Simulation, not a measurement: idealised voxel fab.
process module | voxel lift off
cross-section cut | 220 nm wide | cells 5 nm
A cross-section is a grid of square cells, given in bands from the top down. A band is one or more rows of cells.
Each band's line starts with the height of the band's top and of its bottom, in nm. Then come its materials from left to right, each with its width in nm. One material with "throughout" fills the band from edge to edge. "air" is empty space.
Height 0 is the level under which the wafer as received is all one material. The lowest band goes on downwards, as in "0 down".
A width such as "30 to 40" changes by the same amount from each row of cells to the next, from the band's top row to its bottom row.
"no change" after a step means that no cell of the cross-section changed.
closed voids: empty space of 8 cells or more with no open way to the top, each as width x height at its distance from the left edge, in nm
after a step's settings: what the simulator itself notes on the step
overlay nm, on a step with a mask: how far to the right of its planned place the mask lay; to the left if negative
plan
1 op RECEIVE | material Si
2 op CONFORMAL_DEP | material SiO2 | thk nm 10
3 op PATTERN | tone open | mask id LINES | material resist | width nm 30 | pitch nm 50 | thk nm 25 | overlay nm -15
4 op DIRECTIONAL_DEP | material Ru | thk nm 15
5 op STRIP | etch materials resist
6 op CONFORMAL_DEP | material SiO2 | thk nm 5
varied across the wafers: overlay nm of step 3. The plan shows the first wafer's value. All wafers start alike
first wafer as received, after step 1
  0 down: Si throughout
  closed voids: none
first wafer at the end, after step 6
  30 to 25: air 50 | SiO2 40 | air 10 | SiO2 40 | air 80
  25 to 15: air 50 | SiO2 5 | Ru 30 | SiO2 5 | air 10 | SiO2 5 | Ru 30 | SiO2 5 | air 80
  15 to 10: SiO2 55 | Ru 30 | SiO2 20 | Ru 30 | SiO2 85
  10 to 0: SiO2 throughout
  0 down: Si throughout
  closed voids: none
last wafer at the end
  30 to 25: air 80 | SiO2 40 | air 10 | SiO2 40 | air 50
  25 to 15: air 80 | SiO2 5 | Ru 30 | SiO2 5 | air 10 | SiO2 5 | Ru 30 | SiO2 5 | air 50
  15 to 10: SiO2 85 | Ru 30 | SiO2 20 | Ru 30 | SiO2 55
  10 to 0: SiO2 throughout
  0 down: Si throughout
  closed voids: none
each wafer at the end: cells of each material gained (+) or lost (-) since it was received, then its closed voids
overlay nm -15 | +36 Ru | +144 SiO2 | closed voids: none
overlay nm -10 | +36 Ru | +144 SiO2 | closed voids: none
overlay nm -5 | +36 Ru | +144 SiO2 | closed voids: none
overlay nm 0 | +36 Ru | +144 SiO2 | closed voids: none
overlay nm 5 | +36 Ru | +144 SiO2 | closed voids: none
overlay nm 10 | +36 Ru | +144 SiO2 | closed voids: none
overlay nm 15 | +36 Ru | +144 SiO2 | closed voids: none
